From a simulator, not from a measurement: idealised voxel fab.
voxel gate over fins: a process module
Each square cell in cross-section cut measures 5 nm, and the section as a whole is 230 nm wide.
Cross-section format: a grid of square cells, given as bands from top to bottom; each band is one or more rows of cells.
First you get the band's top height and its bottom height, in nm, and then the materials it's made of, left to right, with each width in nm. If you see a single material with "everywhere", that one covers the band edge to edge. "air" is empty space.
The level at which height equals 0 is the one under which the wafer, as it arrives, is entirely one material. No lower edge exists for the bottom band, which continues downward and is notated as in "top 0, no bottom".
The width entry "30->40" should be interpreted row by row: the top row of cells in the band takes the first number, the bottom row takes the second number, and the change between adjacent rows is uniform throughout.
"no change occurred" -> step changed no cross-section cell.
Listed in "Closed internal cavities": every empty space of 8 or more cells without an open way to the top. Form: width x height at distance, the distance being from the left edge, all in nm.
Where a step's line continues beyond its settings, the continuation is a remark by the simulator itself on that step.
overlay nm: how far to the right of its planned place the mask lay on this masked step (negative: to the left).
-- Process steps foreseen in the plan
| 1 | op RECEIVE | material Si |
| 2 | op CONFORMAL_DEP | material SiN | thk nm 10 |
| 3 | op MASKED_ETCH | tone cover | mask id FINS | width nm 15 | pitch nm 40 | etch materials SiN | depth nm 10 | overlay nm 0 |
| 4 | op MASKED_ETCH | tone cover | mask id FINS | width nm 15 | pitch nm 40 | etch materials Si | depth nm 35 | overlay nm 0 |
| 5 | op FILL_DEP | material SiO2 | thk nm 15 |
| 6 | op CMP | height nm 10 |
| 7 | op SELECTIVE_ETCH | etch materials SiO2 | depth nm 20 |
| 8 | op STRIP | etch materials SiN |
| 9 | op CONFORMAL_DEP | material HfO2 | thk nm 5 |
| 10 | op CONFORMAL_DEP | material TiN | thk nm 5 |
| 11 | op CONFORMAL_DEP | material TiAl | thk nm 5 |
| 12 | op CONFORMAL_DEP | material TiN | thk nm 5 |
| 13 | op FILL_DEP | material W | thk nm 15 |
| 14 | op CMP | height nm 30 |
| 15 | op CONFORMAL_DEP | material SiCN | thk nm 5 |
-- Cross-section of the wafer upon arrival, representing the state reached after step 1
	top 0, no bottom  Si everywhere
	Closed internal cavities: none
-- As-planned run: cross-section of the first of two wafers at end of module
	top 35, bottom 30  SiCN everywhere
	top 30, bottom 20  W everywhere
	top 20, bottom 15  25 nm W, then 175 nm TiN, then 30 nm W
	top 15, bottom 10  25 nm W, then 5 nm TiN, then 165 nm TiAl, then 5 nm TiN, then 30 nm W
	top 10, bottom 5  30 nm TiN, then 5 nm TiAl, then 35 nm TiN, then 5 nm TiAl, then 35 nm TiN, then 5 nm TiAl, then 35 nm TiN, then 5 nm TiAl, then 35 nm TiN, then 5 nm TiAl, then 35 nm TiN
	top 5, bottom 0  35 nm TiAl, then 5 nm TiN, then 25 nm HfO2, then 5 nm TiN, then 5 nm TiAl, then 5 nm TiN, then 25 nm HfO2, then 5 nm TiN, then 5 nm TiAl, then 5 nm TiN, then 25 nm HfO2, then 5 nm TiN, then 5 nm TiAl, then 5 nm TiN, then 25 nm HfO2, then 5 nm TiN, then 40 nm TiAl
	top 0, bottom -5  40 nm TiN, then 5 nm HfO2, then 15 nm Si, then 5 nm HfO2, then 15 nm TiN, then 5 nm HfO2, then 15 nm Si, then 5 nm HfO2, then 15 nm TiN, then 5 nm HfO2, then 15 nm Si, then 5 nm HfO2, then 15 nm TiN, then 5 nm HfO2, then 15 nm Si, then 5 nm HfO2, then 45 nm TiN
	top -5, bottom -10  45 nm HfO2, then 15 nm Si, then 25 nm HfO2, then 15 nm Si, then 25 nm HfO2, then 15 nm Si, then 25 nm HfO2, then 15 nm Si, then 50 nm HfO2
	top -10, bottom -35  45 nm SiO2, then 15 nm Si, then 25 nm SiO2, then 15 nm Si, then 25 nm SiO2, then 15 nm Si, then 25 nm SiO2, then 15 nm Si, then 50 nm SiO2
	top -35, no bottom  Si everywhere
	Closed internal cavities: none
-- Cross-sectional view: second of two wafers, end of module; start and plan identical to the first, one mistake in running
	top 35, bottom 30  SiCN everywhere
	top 30, bottom 20  W everywhere
	top 20, bottom 15  25 nm W, then 175 nm TiAl, then 30 nm W
	top 15, bottom 10  25 nm W, then 5 nm TiAl, then 165 nm TiN, then 5 nm TiAl, then 30 nm W
	top 10, bottom 5  30 nm TiAl, then 165 nm TiN, then 35 nm TiAl
	top 5, bottom 0  40 nm TiN, then 25 nm HfO2, then 15 nm TiN, then 25 nm HfO2, then 15 nm TiN, then 25 nm HfO2, then 15 nm TiN, then 25 nm HfO2, then 45 nm TiN
	top 0, bottom -5  40 nm TiN, then 5 nm HfO2, then 15 nm Si, then 5 nm HfO2, then 15 nm TiN, then 5 nm HfO2, then 15 nm Si, then 5 nm HfO2, then 15 nm TiN, then 5 nm HfO2, then 15 nm Si, then 5 nm HfO2, then 15 nm TiN, then 5 nm HfO2, then 15 nm Si, then 5 nm HfO2, then 45 nm TiN
	top -5, bottom -10  45 nm HfO2, then 15 nm Si, then 25 nm HfO2, then 15 nm Si, then 25 nm HfO2, then 15 nm Si, then 25 nm HfO2, then 15 nm Si, then 50 nm HfO2
	top -10, bottom -35  45 nm SiO2, then 15 nm Si, then 25 nm SiO2, then 15 nm Si, then 25 nm SiO2, then 15 nm Si, then 25 nm SiO2, then 15 nm Si, then 50 nm SiO2
	top -35, no bottom  Si everywhere
	Closed internal cavities: none
Run error: steps 11 and 12 were swapped
In the final state, the cell counts of the second wafer exceed or fall short of those of the first for the following materials: -6 TiAl | +6 TiN
